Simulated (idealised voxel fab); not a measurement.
Module name: voxel capacitor over wiring (process module)
For reference, the cross-section in this document is cut, with width 200 nm and square cells of 5 nm.
When this document writes out a cross-section, it uses a grid of square cells and lists it as bands, beginning at the top and moving down, with a band standing for one or more rows of cells.
A band entry consists of two parts. The first gives the height of the band's top and the height of its bottom, in nm. The rest lists the band's materials from left to right, each with its width in nm. A single material labelled with the word "full width" fills the band from edge to edge, and the word "air" marks empty space.
Height 0 is the level under which the wafer as received is all one material. The lowest band goes on downwards, as in "0 -> down".
Width spec "30->40" -> top row of cells at first value, bottom row at second value, equal per-row change in between.
Step marked "nothing altered"? Then no cell in the cross-section changed in it.
If an empty space has no open way to the top and is at least 8 cells in size, "Closed empty spaces" lists it, written width x height at distance, where distance is measured from the left edge and every value is in nm.
Note: text after step settings on the step line = simulator remark on that step.
overlay nm: on a step with a mask, how far right of its planned place the mask lay; negative means left.

Plan:
1: RECEIVE with material Si
2: CONFORMAL_DEP with material SiO2, thk nm 15
3: CONFORMAL_DEP with material SiCN, thk nm 5
4: DIRECTIONAL_DEP with material lowk, thk nm 20
5: PATTERN with tone open, mask id METAL_1, material resist, width nm 20, pitch nm 70, thk nm 20, overlay nm 0
6: DIRECTIONAL_ETCH with etch materials lowk, depth nm 20
7: DIRECTIONAL_ETCH with etch materials SiCN, depth nm 5
8: STRIP with etch materials resist
9: CONFORMAL_DEP with material TiN, thk nm 5
10: FILL_DEP with material Cu, thk nm 10
11: CMP with height nm 40
12: CONFORMAL_DEP with material SiCN, thk nm 5
13: DIRECTIONAL_DEP with material lowk, thk nm 10
14: PATTERN with tone open, mask id PLUG_1, material resist, width nm 15, thk nm 15, overlay nm 0
15: DIRECTIONAL_ETCH with etch materials lowk, depth nm 10
16: DIRECTIONAL_ETCH with etch materials SiCN, depth nm 5
17: STRIP with etch materials resist
18: EPI with material Ru, thk nm 10
19: EPI with material Ru, thk nm 5
20: DIRECTIONAL_DEP with material TiN, thk nm 5
21: DIRECTIONAL_DEP with material SiN, thk nm 5
22: DIRECTIONAL_DEP with material TiN, thk nm 5
23: DIRECTIONAL_DEP with material aC, thk nm 10
24: PATTERN with tone cover, mask id UPPER_PLATE, material resist, width nm 55, thk nm 30, overlay nm 0
25: DIRECTIONAL_ETCH with etch materials aC, depth nm 10
26: STRIP with etch materials resist
27: DIRECTIONAL_ETCH with etch materials TiN, depth nm 5
28: DIRECTIONAL_ETCH with etch materials SiN, depth nm 5
29: STRIP with etch materials aC
30: MASKED_ETCH with tone cover, mask id LOWER_PLATE, width nm 65, etch materials TiN, depth nm 5, overlay nm 0
31: FILL_DEP with material SiO2, thk nm 15
32: CMP with height nm 80
33: PATTERN with tone open, mask id PLUG_2, material resist, width nm 15, thk nm 20, overlay nm 0
34: DIRECTIONAL_ETCH with etch materials SiO2, depth nm 10
35: STRIP with etch materials resist
36: CONFORMAL_DEP with material TiN, thk nm 5
37: FILL_DEP with material Cu, thk nm 10
38: CMP with height nm 80
39: CONFORMAL_DEP with material SiN, thk nm 5

Cross-section of the wafer as it came to us, i.e., already through step 1:
> 0 -> down: Si full width
> Closed empty spaces: none

First of two wafers, end-of-module section, run followed plan:
> 85 -> 80: SiN full width
> 80 -> 75: SiO2 70 | TiN 5 | Cu 5 | TiN 5 | SiO2 115
> 75 -> 65: SiO2 70->60 | TiN 15->55 | SiO2 115->85
> 65 -> 60: SiO2 60 | SiN 55 | SiO2 85
> 60 -> 55: SiO2 55 | TiN 65 | SiO2 80
> 55 -> 45: lowk 60 | Ru 15 | lowk 125
> 45 -> 40: SiCN 60 | Ru 15 | SiCN 125
> 40 -> 20: lowk 55 | TiN 5 | Cu 10 | TiN 5 | lowk 50 | TiN 5 | Cu 10 | TiN 5 | lowk 55
> 20 -> 15: SiCN 55 | TiN 20 | SiCN 50 | TiN 20 | SiCN 55
> 15 -> 0: SiO2 full width
> 0 -> down: Si full width
> Closed empty spaces: none

Cross-sectional view of the second of two wafers upon completion of the module. This wafer shared its starting condition and process plan with the first; one error was made during its execution:
> 85 -> 80: SiN full width
> 80 -> 75: Cu 65 | TiN 5 | SiO2 15 | TiN 5 | Cu 110
> 75 -> 70: TiN 70 | SiO2 15 | TiN 115
> 70 -> 65: SiO2 60 | TiN 55 | SiO2 85
> 65 -> 60: SiO2 60 | SiN 55 | SiO2 85
> 60 -> 55: SiO2 55 | TiN 65 | SiO2 80
> 55 -> 45: lowk 60 | Ru 15 | lowk 125
> 45 -> 40: SiCN 60 | Ru 15 | SiCN 125
> 40 -> 20: lowk 55 | TiN 5 | Cu 10 | TiN 5 | lowk 50 | TiN 5 | Cu 10 | TiN 5 | lowk 55
> 20 -> 15: SiCN 55 | TiN 20 | SiCN 50 | TiN 20 | SiCN 55
> 15 -> 0: SiO2 full width
> 0 -> down: Si full width
> Closed empty spaces: none
Which mistake was made when the wafer was run? planned and actual differ for step 33; actual: PATTERN with tone cover, mask id PLUG_2, material resist, width nm 15, thk nm 20, overlay nm 0
The second wafer ends with more or fewer cells of some materials than the first, per final count: Cu +34, SiO2 -68, TiN +34
